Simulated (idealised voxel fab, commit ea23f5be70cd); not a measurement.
Proc. module: voxel trench capacitor
cross-section cut | 200 nm wide | cells 5 nm
Cross-section = grid of square cells, listed top down in bands; band = one or more rows. In this notation a band is specified by the heights of its top and bottom, in that order and in nm, after which its materials appear from left to right, each paired with its width in nm. The word "everywhere" attached to a single material means that material fills the band from edge to edge; the word "blank" stands for empty space. For the purposes of this specification, 0 denotes the height below which the wafer in its as-received condition is composed wholly of one material, and the lowermost band, lacking a lower limit, extends downward without end, as expressed in "0 nm and below". Per-row width for "30..40": begins at first number (top row of band), ends at second number (bottom row), increment between rows held constant. "remained the same", as given for a step, is the statement that not any cell of the cross-section underwent a change during that step. This entry, "Non-vented voids", enumerates those empty regions of no fewer than 8 cells that possess no open connection to the top. Each region is reported in the form width x height at distance, the distance being taken from the left edge, with all three quantities expressed in nm. On a step's line, text after the settings is the simulator commenting on that step. The line of a step may include "overlay nm". On a step with a mask, this value is how far to the right of its planned place the mask lay. A negative value means the mask lay to the left.

# Intended process steps
1. RECEIVE,material Si
2. CONFORMAL_DEP,material SiN,thk nm 5
3. DIRECTIONAL_DEP,material aC,thk nm 15
4. PATTERN,tone open,mask id TRENCH,material resist,width nm 25,pitch nm 40,thk nm 35,overlay nm 0
5. DIRECTIONAL_ETCH,etch materials aC,depth nm 15
6. STRIP,etch materials resist
7. DIRECTIONAL_ETCH,etch materials SiN,depth nm 5
8. DIRECTIONAL_ETCH,etch materials Si,depth nm 35
9. STRIP,etch materials aC
10. CONFORMAL_DEP,material Al2O3,thk nm 5
11. FILL_DEP,material polySi,thk nm 5
12. CMP,height nm 5

# Cross-section: wafer on arrival = after step 1
- 0 nm and below  Si everywhere
- Non-vented voids: none

# One mistake in running the module, otherwise start and plan as above: cross-section at the end
- 5 nm to 0 nm  SiN=40 / Al2O3=5 / polySi=15 / Al2O3=5 / SiN=15 / Al2O3=5 / polySi=15 / Al2O3=5 / SiN=15 / Al2O3=5 / polySi=15 / Al2O3=5 / SiN=55
- 0 nm to -30 nm  Si=40 / Al2O3=5 / polySi=15 / Al2O3=5 / Si=15 / Al2O3=5 / polySi=15 / Al2O3=5 / Si=15 / Al2O3=5 / polySi=15 / Al2O3=5 / Si=55
- -30 nm to -35 nm  Si=40 / Al2O3=25 / Si=15 / Al2O3=25 / Si=15 / Al2O3=25 / Si=55
- -35 nm and below  Si everywhere
- Non-vented voids: none
What broke from the plan during processing? step 4 ran as: PATTERN,tone open,mask id TRENCH,material resist,width nm 25,pitch nm 40,thk nm 35,overlay nm -5
